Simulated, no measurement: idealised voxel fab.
Documented hereafter: the process module known as voxel ribs on slabs.
FYI the section here is cut, 265 nm wide, cells are 5 nm squares.
We lay out every cross-section as a grid of square cells and spell it out in bands from the top down, where one band means one or more rows of cells. Basically the band line says how high the top is and how high the bottom is, in nm, and then what's in it from left to right, every material with its width in nm. Empty space shows up as "blank", and if a single material carries "edge to edge" it runs the full band edge to edge. Measure heights from 0. That's the level where, below it, the as-received wafer is all one material. The lowest band is bottomless and extends downward; write it as in "0 down". The width entry "30..40" should be interpreted row by row: the top row of cells in the band takes the first number, the bottom row takes the second number, and the change between adjacent rows is uniform throughout. Key: "nothing changed" - step with no changed cell in the cross-section. What "Sealed internal voids" gives you is every empty space of 8 cells or more that is cut off from the top. Each appears as width x height at distance, with the distance taken from the left edge and width, height and distance all in nm. Text after the settings on a step's line: the simulator's own remark on that step. What "overlay nm" on a step's line means: if the step has a mask, that mask lay this far to the right of its planned place, or, when the value is negative, to the left.

### Process steps - plan
- 1: RECEIVE [material Si]
- 2: DIRECTIONAL_DEP [material SiO2] [thk nm 25]
- 3: DIRECTIONAL_DEP [material polySi] [thk nm 15]
- 4: PATTERN [tone cover] [mask id RIB] [material resist] [width nm 30] [thk nm 20] [overlay nm 0]
- 5: DIRECTIONAL_ETCH [etch materials polySi] [depth nm 5]
- 6: STRIP [etch materials resist]
- 7: PATTERN [tone cover] [mask id SLAB] [material resist] [width nm 70] [thk nm 15] [overlay nm 0]
- 8: DIRECTIONAL_ETCH [etch materials polySi] [depth nm 10]
- 9: STRIP [etch materials resist]
- 10: FILL_DEP [material SiO2] [thk nm 15]
- 11: CMP [height nm 50]
- 12: DIRECTIONAL_DEP [material TiN] [thk nm 5]
- 13: DIRECTIONAL_DEP [material aC] [thk nm 15]
- 14: PATTERN [tone cover] [mask id HEATER] [material resist] [width nm 40] [thk nm 35] [overlay nm 0]
- 15: DIRECTIONAL_ETCH [etch materials aC] [depth nm 15]
- 16: STRIP [etch materials resist]
- 17: DIRECTIONAL_ETCH [etch materials TiN] [depth nm 5]
- 18: STRIP [etch materials aC]
- 19: CONFORMAL_DEP [material SiO2] [thk nm 10]

### So, the first of our two wafers, run just as we planned it

### Shown in cross-section is the wafer as received, that is, as it stands after step 1
0 down: Si edge to edge
Sealed internal voids: none

### Wafer section view after processing step 2
25 to 0: SiO2 edge to edge
Lower than 0, everything is as it was.

### Wafer section view after processing step 3
40 to 25: polySi edge to edge
Lower than 25, everything is as it was.

### Wafer section view after processing step 4
60 to 40: blank=115, resist=30, blank=120
Lower than 40, everything is as it was.

### Wafer section view after processing step 5
60 to 40: blank=115, resist=30, blank=120
40 to 35: blank=115, polySi=30, blank=120
Lower than 35, everything is as it was.

### Wafer section view after processing step 6
40 to 35: blank=115, polySi=30, blank=120
Lower than 35, everything is as it was.

### Wafer section view after processing step 7
55 to 40: blank=95, resist=70, blank=100
40 to 35: blank=95, resist=20, polySi=30, resist=20, blank=100
Lower than 35, everything is as it was.

### Wafer section view after processing step 8
55 to 40: blank=95, resist=70, blank=100
40 to 35: blank=95, resist=20, polySi=30, resist=20, blank=100
35 to 25: blank=95, polySi=70, blank=100
Lower than 25, everything is as it was.

### Wafer section view after processing step 9
40 to 35: blank=115, polySi=30, blank=120
Lower than 35, everything is as it was.

### Wafer section view after processing step 10
55 to 40: SiO2 edge to edge
40 to 35: SiO2=115, polySi=30, SiO2=120
35 to 25: SiO2=95, polySi=70, SiO2=100
Lower than 25, everything is as it was.

### Wafer section view after processing step 11
50 to 40: SiO2 edge to edge
Lower than 40, everything is as it was.

### Wafer section view after processing step 12
55 to 50: TiN edge to edge
Lower than 50, everything is as it was.

### Wafer section view after processing step 13
70 to 55: aC edge to edge
Lower than 55, everything is as it was.

### Wafer section view after processing step 14
105 to 70: blank=110, resist=40, blank=115
Lower than 70, everything is as it was.

### Wafer section view after processing step 15
90 to 70: blank=110, resist=40, blank=115
70 to 55: blank=110, aC=40, blank=115
Lower than 55, everything is as it was.

### Wafer section view after processing step 16
70 to 55: blank=110, aC=40, blank=115
Lower than 55, everything is as it was.

### Wafer section view after processing step 17
70 to 55: blank=110, aC=40, blank=115
55 to 50: blank=110, TiN=40, blank=115
Lower than 50, everything is as it was.

### Wafer section view after processing step 18
55 to 50: blank=110, TiN=40, blank=115
Lower than 50, everything is as it was.

### Wafer section view after processing step 19
65 to 60: blank=100, SiO2=60, blank=105
60 to 55: SiO2 edge to edge
55 to 50: SiO2=110, TiN=40, SiO2=115
Lower than 50, everything is as it was.

### Second of two: same start, same plan, one run error; steps up to and including 3 match the first

### Second wafer at the planned finish of step 4, seen in cross-section
60 to 40: resist=115, blank=30, resist=120
Lower than 40, everything is as it was.

### Second wafer at the planned finish of step 5, seen in cross-section
60 to 40: resist=115, blank=30, resist=120
40 to 35: polySi=115, blank=30, polySi=120
Lower than 35, everything is as it was.

### Second wafer at the planned finish of step 6, seen in cross-section
40 to 35: polySi=115, blank=30, polySi=120
Lower than 35, everything is as it was.

### Second wafer at the planned finish of step 7, seen in cross-section
55 to 40: blank=95, resist=70, blank=100
40 to 35: polySi=115, resist=30, polySi=120
Lower than 35, everything is as it was.

### Second wafer at the planned finish of step 8, seen in cross-section
55 to 40: blank=95, resist=70, blank=100
40 to 35: blank=95, polySi=20, resist=30, polySi=20, blank=100
35 to 30: blank=95, polySi=70, blank=100
Lower than 30, everything is as it was.

### Second wafer at the planned finish of step 9, seen in cross-section
40 to 35: blank=95, polySi=20, blank=30, polySi=20, blank=100
Lower than 35, everything is as it was.

### Second wafer at the planned finish of step 10, seen in cross-section
55 to 40: SiO2 edge to edge
40 to 35: SiO2=95, polySi=20, SiO2=30, polySi=20, SiO2=100
35 to 30: SiO2=95, polySi=70, SiO2=100
Lower than 30, everything is as it was.

### Second wafer at the planned finish of step 11, seen in cross-section
50 to 40: SiO2 edge to edge
Lower than 40, everything is as it was.

### Second wafer at the planned finish of step 12, seen in cross-section
55 to 50: TiN edge to edge
Lower than 50, everything is as it was.

### Second wafer at the planned finish of step 13, seen in cross-section
70 to 55: aC edge to edge
Lower than 55, everything is as it was.

### Second wafer at the planned finish of step 14, seen in cross-section
105 to 70: blank=110, resist=40, blank=115
Lower than 70, everything is as it was.

### Second wafer at the planned finish of step 15, seen in cross-section
90 to 70: blank=110, resist=40, blank=115
70 to 55: blank=110, aC=40, blank=115
Lower than 55, everything is as it was.

### Second wafer at the planned finish of step 16, seen in cross-section
70 to 55: blank=110, aC=40, blank=115
Lower than 55, everything is as it was.

### Second wafer at the planned finish of step 17, seen in cross-section
70 to 55: blank=110, aC=40, blank=115
55 to 50: blank=110, TiN=40, blank=115
Lower than 50, everything is as it was.

### Second wafer at the planned finish of step 18, seen in cross-section
55 to 50: blank=110, TiN=40, blank=115
Lower than 50, everything is as it was.

### Second wafer at the planned finish of step 19, seen in cross-section
65 to 60: blank=100, SiO2=60, blank=105
60 to 55: SiO2 edge to edge
55 to 50: SiO2=110, TiN=40, SiO2=115
Lower than 50, everything is as it was.
Processing error: step 4 deviated from plan and actually ran as PATTERN [tone open] [mask id RIB] [material resist] [width nm 30] [thk nm 20] [overlay nm 0]
Once processing is complete, comparing cell counts shows that the second wafer has more or fewer of certain materials than the first: SiO2: 41 fewer, polySi: 41 more
